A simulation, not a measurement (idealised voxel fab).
Title: Process Module voxel capacitor over wiring
We display cut, a cross-section 265 nm in width whose square cells are each 5 nm.
This document writes a cross-section as a grid whose cells are square, and gives it as bands, listed from the top down; one or more rows of cells form a band. Basically the band line says how high the top is and how high the bottom is, in nm, and then what's in it from left to right, every material with its width in nm. Empty space shows up as "blank", and if a single material carries "full width" it runs the full band edge to edge. Note: height 0 marks the level under which the wafer is uniformly one material as received. Lowest band unbounded below, written "0 and below". The expression "30->40" gives the width at the extremes of the band, the first number at its top row of cells and the second at its bottom row, with the width changing by equal amounts from each row to the next in between. Take "no change occurred" at face value: in the step it is given for, the cross-section changed in none of its cells. "Enclosed cavities": sealed empty spaces, 8 cells or more, no open way to top, listed width x height at distance, with distance from the left edge and width, height and distance in nm. Formally, on a step line, whatever follows the settings is a remark that the simulator itself makes on the step. overlay nm: mask offset rightward from planned place, masked step; negative means leftward offset.
[These are the steps we planned for the process]
step 1: RECEIVE, material Si
step 2: CONFORMAL_DEP, material SiO2, thk nm 5
step 3: DIRECTIONAL_DEP, material TiN, thk nm 5
step 4: DIRECTIONAL_DEP, material Ru, thk nm 15
step 5: PATTERN, tone cover, mask id METAL_1, material resist, width nm 30, pitch nm 100, thk nm 15, overlay nm 0
step 6: DIRECTIONAL_ETCH, etch materials Ru, depth nm 15
step 7: DIRECTIONAL_ETCH, etch materials TiN, depth nm 5
step 8: STRIP, etch materials resist
step 9: FILL_DEP, material SiO2, thk nm 10
step 10: CMP, height nm 30
step 11: CONFORMAL_DEP, material SiCN, thk nm 5
step 12: DIRECTIONAL_DEP, material SiO2, thk nm 20
step 13: PATTERN, tone open, mask id PLUG_1, material resist, width nm 15, thk nm 20, overlay nm 0
step 14: DIRECTIONAL_ETCH, etch materials SiO2, depth nm 20
step 15: DIRECTIONAL_ETCH, etch materials SiCN, depth nm 5
step 16: STRIP, etch materials resist
step 17: CONFORMAL_DEP, material TiN, thk nm 5
step 18: FILL_DEP, material W, thk nm 5
step 19: CMP, height nm 55
step 20: DIRECTIONAL_DEP, material TiN, thk nm 10
step 21: DIRECTIONAL_DEP, material SiN, thk nm 5
step 22: DIRECTIONAL_DEP, material TiN, thk nm 5
step 23: DIRECTIONAL_DEP, material aC, thk nm 10
step 24: PATTERN, tone cover, mask id UPPER_PLATE, material resist, width nm 75, thk nm 30, overlay nm 0
step 25: DIRECTIONAL_ETCH, etch materials aC, depth nm 10
step 26: STRIP, etch materials resist
step 27: DIRECTIONAL_ETCH, etch materials TiN, depth nm 5
step 28: DIRECTIONAL_ETCH, etch materials SiN, depth nm 5
step 29: STRIP, etch materials aC
step 30: DIRECTIONAL_DEP, material aC, thk nm 15
step 31: PATTERN, tone cover, mask id LOWER_PLATE, material resist, width nm 85, thk nm 30, overlay nm 0
step 32: DIRECTIONAL_ETCH, etch materials aC, depth nm 15
step 33: STRIP, etch materials resist
step 34: DIRECTIONAL_ETCH, etch materials TiN, depth nm 10
step 35: STRIP, etch materials aC
step 36: FILL_DEP, material SiO2, thk nm 15
step 37: CMP, height nm 85
step 38: DIRECTIONAL_DEP, material aC, thk nm 15
step 39: PATTERN, tone open, mask id PLUG_2, material resist, width nm 15, thk nm 30, overlay nm 0
step 40: DIRECTIONAL_ETCH, etch materials aC, depth nm 15
step 41: STRIP, etch materials resist
step 42: DIRECTIONAL_ETCH, etch materials SiO2, depth nm 10
step 43: STRIP, etch materials aC
step 44: CONFORMAL_DEP, material TiN, thk nm 5
step 45: FILL_DEP, material Cu, thk nm 5
step 46: CMP, height nm 85
step 47: CONFORMAL_DEP, material SiN, thk nm 5
Don't read the plan's thk nm for step 2 as applying to every wafer: that's the first wafer's value, and the wafers differ in it, though they all start identical.
[Cross-section of the first of several wafers on receipt, reflecting completion of step 1]
	0 and below: Si full width
	Enclosed cavities: none
[Below is a per-wafer table. In it, each row describes the wafer at the end of the module by giving, for each material, the number of cells gained (+) or lost (-) since the wafer was received, and after that the closed voids of the wafer]
thk nm 5, +1 Cu, +36 Ru, +50 SiCN, +68 SiN, +718 SiO2, +77 TiN, +4 W, Enclosed cavities: none
thk nm 10, +1 Cu, +36 Ru, +50 SiCN, +68 SiN, +718 SiO2, +77 TiN, +4 W, Enclosed cavities: none
thk nm 15, +1 Cu, +24 Ru, +50 SiCN, +68 SiN, +730 SiO2, +77 TiN, +4 W, Enclosed cavities: none
thk nm 20, +1 Cu, +12 Ru, +50 SiCN, +68 SiN, +742 SiO2, +77 TiN, +4 W, Enclosed cavities: none
thk nm 25, +1 Cu, +50 SiCN, +68 SiN, +754 SiO2, +77 TiN, +4 W, Enclosed cavities: none
